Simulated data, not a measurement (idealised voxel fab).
Proc. module: voxel tone inversion
This is section cut - it's 255 nm across, gridded in 5 nm square cells.
Cross-section layout: square cells on a grid; listed as bands, top to bottom; a band spans one or more cell rows.
Look at the band entry: it leads with the top's height and the bottom's height in nm. Then it lists the materials left to right, with a width in nm for each. The word "everywhere" on a single material says that material fills the band edge to edge. The word "empty" is empty space.
Below 0: as-received wafer, all one material; heights counted from there. Lowest band: no bottom, goes on down, written "top 0, no bottom".
The two numbers in a width such as "30..40" mark its ends across the band: the first belongs to the top row of cells, the second to the bottom row, and from each row to the next the width moves by the same amount.
"nothing changed" after a step means that no cell of the cross-section changed.
The label "Closed void listing" introduces a list of the empty spaces, 8 cells or larger, that have no open way up to the top; each entry in it reads width x height at distance, where the distance is taken from the left edge and all three are stated in nm.
Post-settings text on a step line: simulator's own remark regarding the step.
The optional step-line setting "overlay nm" applies to steps with a mask and quantifies how far to the right of its planned location the mask lay, a negative value indicating leftward placement.

## So here's the lineup of process steps we planned
1 op RECEIVE | material Si
2 op CONFORMAL_DEP | material SiN | thk nm 10
3 op DIRECTIONAL_DEP | material polySi | thk nm 25
4 op PATTERN | tone cover | mask id POSTS | material resist | width nm 25 | pitch nm 40 | thk nm 30 | overlay nm 0
5 op DIRECTIONAL_ETCH | etch materials polySi | depth nm 25
6 op STRIP | etch materials resist
7 op FILL_DEP | material lowk | thk nm 5
8 op CMP | height nm 35
9 op STRIP | etch materials polySi
10 op CONFORMAL_DEP | material TiN | thk nm 5
11 op FILL_DEP | material Cu | thk nm 10
12 op CMP | height nm 35
13 op CONFORMAL_DEP | material SiCN | thk nm 5

## Cross-sectional view of the wafer in its as-received condition, corresponding to the state after step 1
	top 0, no bottom  Si everywhere
	Closed void listing: none

## Wafer at module end, in section. Began as above, planned as above, run with one mistake
	top 55, bottom 50  SiCN everywhere
	top 50, bottom 40  Cu everywhere
	top 40, bottom 35  100 of TiN; 15 of Cu; 25 of TiN; 15 of Cu; 100 of TiN
	top 35, bottom 15  95 of lowk; 5 of TiN; 15 of Cu; 5 of TiN; 15 of lowk; 5 of TiN; 15 of Cu; 5 of TiN; 95 of lowk
	top 15, bottom 10  95 of lowk; 25 of TiN; 15 of lowk; 25 of TiN; 95 of lowk
	top 10, bottom 0  SiN everywhere
	top 0, no bottom  Si everywhere
	Closed void listing: none
What broke from the plan during processing? not run: step 12 of the plan (skipped)
